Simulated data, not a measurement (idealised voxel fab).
process module | voxel wiring stack
cross-section cut | 230 nm wide | cells 5 nm
A cross-section is a grid of square cells, given in bands from the top down. A band is one or more rows of cells.
Each band's line starts with the height of the band's top and of its bottom, in nm. Then come its materials from left to right, each with its width in nm. One material with "throughout" fills the band from edge to edge. "air" is empty space.
Height 0 is the level under which the wafer as received is all one material. The lowest band goes on downwards, as in "0 down".
A width such as "30 to 40" changes by the same amount from each row of cells to the next, from the band's top row to its bottom row.
"no change" after a step means that no cell of the cross-section changed.
closed voids: empty space of 8 cells or more with no open way to the top, each as width x height at its distance from the left edge, in nm
after a step's settings: what the simulator itself notes on the step
overlay nm, on a step with a mask: how far to the right of its planned place the mask lay; to the left if negative
plan
1 op RECEIVE | material Si
2 op CONFORMAL_DEP | material SiO2 | thk nm 10
3 op DIRECTIONAL_DEP | material TiN | thk nm 5
4 op DIRECTIONAL_DEP | material W | thk nm 15
5 op MASKED_ETCH | tone cover | mask id METAL_1 | width nm 30 | pitch nm 60 | etch materials W | depth nm 15 | overlay nm 0
6 op MASKED_ETCH | tone cover | mask id METAL_1 | width nm 30 | pitch nm 60 | etch materials TiN | depth nm 5 | overlay nm 0
7 op FILL_DEP | material SiO2 | thk nm 5
8 op CMP | height nm 30
9 op CONFORMAL_DEP | material SiCN | thk nm 5
10 op DIRECTIONAL_DEP | material SiO2 | thk nm 25
11 op DIRECTIONAL_DEP | material aC | thk nm 10
12 op PATTERN | tone open | mask id METAL_2_HOLES | material resist | width nm 15 | pitch nm 60 | thk nm 25 | overlay nm 0
13 op DIRECTIONAL_ETCH | etch materials aC | depth nm 10
14 op STRIP | etch materials resist
15 op DIRECTIONAL_ETCH | etch materials SiO2 | depth nm 25
16 op STRIP | etch materials aC
17 op PATTERN | tone open | mask id METAL_2 | material resist | width nm 30 | pitch nm 60 | thk nm 20 | overlay nm 0
18 op DIRECTIONAL_ETCH | etch materials SiO2 | depth nm 15
19 op DIRECTIONAL_ETCH | etch materials SiCN | depth nm 5
20 op STRIP | etch materials resist
21 op CONFORMAL_DEP | material TiN | thk nm 5
22 op FILL_DEP | material Cu | thk nm 5
23 op CMP | height nm 60
24 op CONFORMAL_DEP | material SiCN | thk nm 5
first wafer, as planned
as received, after step 1
  0 down: Si throughout
  closed voids: none
after step 2
  10 to 0: SiO2 throughout
  below 0: unchanged
after step 3
  15 to 10: TiN throughout
  below 10: unchanged
after step 4
  30 to 15: W throughout
  below 15: unchanged
after step 5
  30 to 15: air 40 | W 30 | air 30 | W 30 | air 30 | W 30 | air 40
  below 15: unchanged
after step 6
  30 to 15: air 40 | W 30 | air 30 | W 30 | air 30 | W 30 | air 40
  15 to 10: air 40 | TiN 30 | air 30 | TiN 30 | air 30 | TiN 30 | air 40
  below 10: unchanged
after step 7
  35 to 30: SiO2 throughout
  30 to 15: SiO2 40 | W 30 | SiO2 30 | W 30 | SiO2 30 | W 30 | SiO2 40
  15 to 10: SiO2 40 | TiN 30 | SiO2 30 | TiN 30 | SiO2 30 | TiN 30 | SiO2 40
  below 10: unchanged
after step 8
  30 to 15: SiO2 40 | W 30 | SiO2 30 | W 30 | SiO2 30 | W 30 | SiO2 40
  below 15: unchanged
after step 9
  35 to 30: SiCN throughout
  below 30: unchanged
after step 10
  60 to 35: SiO2 throughout
  below 35: unchanged
after step 11
  70 to 60: aC throughout
  below 60: unchanged
after step 12
  95 to 70: resist 40 | air 15 | resist 45 | air 15 | resist 45 | air 15 | resist 55
  below 70: unchanged
after step 13
  85 to 70: resist 40 | air 15 | resist 45 | air 15 | resist 45 | air 15 | resist 55
  70 to 60: aC 40 | air 15 | aC 45 | air 15 | aC 45 | air 15 | aC 55
  below 60: unchanged
after step 14
  70 to 60: aC 40 | air 15 | aC 45 | air 15 | aC 45 | air 15 | aC 55
  below 60: unchanged
after step 15
  70 to 60: aC 40 | air 15 | aC 45 | air 15 | aC 45 | air 15 | aC 55
  60 to 35: SiO2 40 | air 15 | SiO2 45 | air 15 | SiO2 45 | air 15 | SiO2 55
  below 35: unchanged
after step 16
  60 to 35: SiO2 40 | air 15 | SiO2 45 | air 15 | SiO2 45 | air 15 | SiO2 55
  below 35: unchanged
after step 17
  80 to 60: resist 40 | air 30 | resist 30 | air 30 | resist 30 | air 30 | resist 40
  below 60: unchanged
after step 18
  80 to 60: resist 40 | air 30 | resist 30 | air 30 | resist 30 | air 30 | resist 40
  60 to 45: SiO2 40 | air 30 | SiO2 30 | air 30 | SiO2 30 | air 30 | SiO2 40
  below 45: unchanged
after step 19
  80 to 60: resist 40 | air 30 | resist 30 | air 30 | resist 30 | air 30 | resist 40
  60 to 45: SiO2 40 | air 30 | SiO2 30 | air 30 | SiO2 30 | air 30 | SiO2 40
  45 to 35: SiO2 40 | air 15 | SiO2 45 | air 15 | SiO2 45 | air 15 | SiO2 55
  35 to 30: SiCN 40 | air 15 | SiCN 45 | air 15 | SiCN 45 | air 15 | SiCN 55
  below 30: unchanged
after step 20
  60 to 45: SiO2 40 | air 30 | SiO2 30 | air 30 | SiO2 30 | air 30 | SiO2 40
  below 45: unchanged
after step 21
  65 to 60: TiN 45 | air 20 | TiN 40 | air 20 | TiN 40 | air 20 | TiN 45
  60 to 50: SiO2 40 | TiN 5 | air 20 | TiN 5 | SiO2 30 | TiN 5 | air 20 | TiN 5 | SiO2 30 | TiN 5 | air 20 | TiN 5 | SiO2 40
  50 to 45: SiO2 40 | TiN 5 | air 5 | TiN 20 | SiO2 30 | TiN 5 | air 5 | TiN 20 | SiO2 30 | TiN 5 | air 5 | TiN 20 | SiO2 40
  45 to 35: SiO2 40 | TiN 5 | air 5 | TiN 5 | SiO2 45 | TiN 5 | air 5 | TiN 5 | SiO2 45 | TiN 5 | air 5 | TiN 5 | SiO2 55
  35 to 30: SiCN 40 | TiN 15 | SiCN 45 | TiN 15 | SiCN 45 | TiN 15 | SiCN 55
  below 30: unchanged
after step 22
  70 to 65: Cu throughout
  65 to 60: TiN 45 | Cu 20 | TiN 40 | Cu 20 | TiN 40 | Cu 20 | TiN 45
  60 to 50: SiO2 40 | TiN 5 | Cu 20 | TiN 5 | SiO2 30 | TiN 5 | Cu 20 | TiN 5 | SiO2 30 | TiN 5 | Cu 20 | TiN 5 | SiO2 40
  50 to 45: SiO2 40 | TiN 5 | Cu 5 | TiN 20 | SiO2 30 | TiN 5 | Cu 5 | TiN 20 | SiO2 30 | TiN 5 | Cu 5 | TiN 20 | SiO2 40
  45 to 35: SiO2 40 | TiN 5 | Cu 5 | TiN 5 | SiO2 45 | TiN 5 | Cu 5 | TiN 5 | SiO2 45 | TiN 5 | Cu 5 | TiN 5 | SiO2 55
  below 35: unchanged
after step 23
  60 to 50: SiO2 40 | TiN 5 | Cu 20 | TiN 5 | SiO2 30 | TiN 5 | Cu 20 | TiN 5 | SiO2 30 | TiN 5 | Cu 20 | TiN 5 | SiO2 40
  below 50: unchanged
after step 24
  65 to 60: SiCN throughout
  below 60: unchanged
second wafer: like start, like plan, one mistake. Through step 16 it matches the first wafer
when step 17 should have ended
  80 to 60: air 40 | resist 30 | air 30 | resist 30 | air 30 | resist 30 | air 40
  60 to 35: SiO2 40 | resist 15 | SiO2 45 | resist 15 | SiO2 45 | resist 15 | SiO2 55
  below 35: unchanged
when step 18 should have ended
  80 to 60: air 40 | resist 30 | air 30 | resist 30 | air 30 | resist 30 | air 40
  60 to 45: air 40 | resist 15 | SiO2 15 | air 30 | resist 15 | SiO2 15 | air 30 | resist 15 | SiO2 15 | air 40
  below 45: unchanged
when step 19 should have ended: no change
when step 20 should have ended
  60 to 45: air 55 | SiO2 15 | air 45 | SiO2 15 | air 45 | SiO2 15 | air 40
  45 to 35: SiO2 40 | air 15 | SiO2 45 | air 15 | SiO2 45 | air 15 | SiO2 55
  below 35: unchanged
when step 21 should have ended
  65 to 60: air 50 | TiN 25 | air 35 | TiN 25 | air 35 | TiN 25 | air 35
  60 to 50: air 50 | TiN 5 | SiO2 15 | TiN 5 | air 35 | TiN 5 | SiO2 15 | TiN 5 | air 35 | TiN 5 | SiO2 15 | TiN 5 | air 35
  50 to 45: TiN 45 | air 5 | TiN 5 | SiO2 15 | TiN 35 | air 5 | TiN 5 | SiO2 15 | TiN 35 | air 5 | TiN 5 | SiO2 15 | TiN 40
  45 to 40: SiO2 40 | TiN 5 | air 5 | TiN 5 | SiO2 45 | TiN 5 | air 5 | TiN 5 | SiO2 45 | TiN 5 | air 5 | TiN 5 | SiO2 55
  40 to 35: SiO2 40 | TiN 15 | SiO2 45 | TiN 15 | SiO2 45 | TiN 15 | SiO2 55
  below 35: unchanged
when step 22 should have ended
  70 to 65: Cu throughout
  65 to 60: Cu 50 | TiN 25 | Cu 35 | TiN 25 | Cu 35 | TiN 25 | Cu 35
  60 to 50: Cu 50 | TiN 5 | SiO2 15 | TiN 5 | Cu 35 | TiN 5 | SiO2 15 | TiN 5 | Cu 35 | TiN 5 | SiO2 15 | TiN 5 | Cu 35
  50 to 45: TiN 45 | Cu 5 | TiN 5 | SiO2 15 | TiN 35 | Cu 5 | TiN 5 | SiO2 15 | TiN 35 | Cu 5 | TiN 5 | SiO2 15 | TiN 40
  45 to 40: SiO2 40 | TiN 5 | Cu 5 | TiN 5 | SiO2 45 | TiN 5 | Cu 5 | TiN 5 | SiO2 45 | TiN 5 | Cu 5 | TiN 5 | SiO2 55
  below 40: unchanged
when step 23 should have ended
  60 to 50: Cu 50 | TiN 5 | SiO2 15 | TiN 5 | Cu 35 | TiN 5 | SiO2 15 | TiN 5 | Cu 35 | TiN 5 | SiO2 15 | TiN 5 | Cu 35
  below 50: unchanged
when step 24 should have ended
  65 to 60: SiCN throughout
  below 60: unchanged
what went wrong: step 17 ran as: op PATTERN | tone cover | mask id METAL_2 | material resist | width nm 30 | pitch nm 60 | thk nm 20 | overlay nm 0
at the end the second wafer has, in cells: 35 more of Cu | 9 more of SiCN | 57 fewer of SiO2 | 13 more of TiN
